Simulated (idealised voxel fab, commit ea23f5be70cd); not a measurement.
process module | voxel self aligned contacts
cross-section cut | 255 nm wide | cells 5 nm
A cross-section is a grid of square cells, given in bands from the top down. A band is one or more rows of cells.
Each band's line starts with the height of the band's top and of its bottom, in nm. Then come its materials from left to right, each with its width in nm. One material with "throughout" fills the band from edge to edge. "air" is empty space.
Height 0 is the level under which the wafer as received is all one material. The lowest band goes on downwards, as in "0 down".
A width such as "30 to 40" changes by the same amount from each row of cells to the next, from the band's top row to its bottom row.
"no change" after a step means that no cell of the cross-section changed.
closed voids: empty space of 8 cells or more with no open way to the top, each as width x height at its distance from the left edge, in nm
after a step's settings: what the simulator itself notes on the step
overlay nm, on a step with a mask: how far to the right of its planned place the mask lay; to the left if negative
plan
1 op RECEIVE | material Si
2 op CONFORMAL_DEP | material SiO2 | thk nm 5
3 op DIRECTIONAL_DEP | material polySi | thk nm 30
4 op DIRECTIONAL_DEP | material SiN | thk nm 20
5 op MASKED_ETCH | tone cover | mask id GATE | width nm 35 | pitch nm 80 | etch materials SiN | depth nm 20 | overlay nm 0
6 op MASKED_ETCH | tone cover | mask id GATE | width nm 25 | pitch nm 80 | etch materials polySi | depth nm 30 | overlay nm 0
7 op CONFORMAL_DEP | material SiN | thk nm 10
8 op DIRECTIONAL_ETCH | etch materials SiN | depth nm 10
9 op FILL_DEP | material SiO2 | thk nm 15
10 op CMP | height nm 65
11 op PATTERN | tone open | mask id CONTACT | material resist | width nm 65 | thk nm 20 | overlay nm 0
12 op DIRECTIONAL_ETCH | etch materials SiO2 | depth nm 65
13 op STRIP | etch materials resist
14 op CONFORMAL_DEP | material TiN | thk nm 5
15 op FILL_DEP | material Ru | thk nm 5
16 op CMP | height nm 65
17 op CONFORMAL_DEP | material SiCN | thk nm 5
varied across the wafers: width nm of step 6. The plan shows the first wafer's value. All wafers start alike
first wafer as received, after step 1
  0 down: Si throughout
  closed voids: none
first wafer at the end, after step 17
  70 to 65: SiCN throughout
  65 to 55: SiO2 95 | TiN 5 to 25 | Ru 55 to 15 | TiN 5 to 25 | SiO2 95
  55 to 35: SiO2 60 | SiN 55 | TiN 5 | Ru 15 | TiN 5 | SiN 55 | SiO2 60
  35 to 5: SiO2 60 | SiN 10 | polySi 35 | SiN 10 | TiN 5 | Ru 15 | TiN 5 | SiN 10 | polySi 35 | SiN 10 | SiO2 60
  5 to 0: SiO2 115 | TiN 25 | SiO2 115
  0 down: Si throughout
  closed voids: none
last wafer at the end
  70 to 65: SiCN throughout
  65 to 55: SiO2 95 | TiN 5 to 25 | Ru 55 to 15 | TiN 5 to 25 | SiO2 95
  55 to 40: SiO2 60 | SiN 55 | TiN 5 | Ru 15 | TiN 5 | SiN 55 | SiO2 60
  40 to 35: SiO2 60 | SiN 55 | TiN 25 | SiN 55 | SiO2 60
  35 to 5: SiO2 55 | SiN 10 | polySi 50 | SiN 10 | TiN 10 | SiN 10 | polySi 50 | SiN 10 | SiO2 50
  5 to 0: SiO2 125 | TiN 10 | SiO2 120
  0 down: Si throughout
  closed voids: none
each wafer at the end: cells of each material gained (+) or lost (-) since it was received, then its closed voids
width nm 25 | +44 Ru | +51 SiCN | +136 SiN | +362 SiO2 | +37 TiN | +84 polySi | closed voids: none
width nm 30 | +44 Ru | +51 SiCN | +136 SiN | +362 SiO2 | +37 TiN | +84 polySi | closed voids: none
width nm 35 | +44 Ru | +51 SiCN | +136 SiN | +362 SiO2 | +37 TiN | +84 polySi | closed voids: none
width nm 40 | +37 Ru | +51 SiCN | +136 SiN | +357 SiO2 | +37 TiN | +96 polySi | closed voids: none
width nm 45 | +30 Ru | +51 SiCN | +136 SiN | +352 SiO2 | +37 TiN | +108 polySi | closed voids: none
width nm 50 | +23 Ru | +51 SiCN | +136 SiN | +347 SiO2 | +37 TiN | +120 polySi | closed voids: none
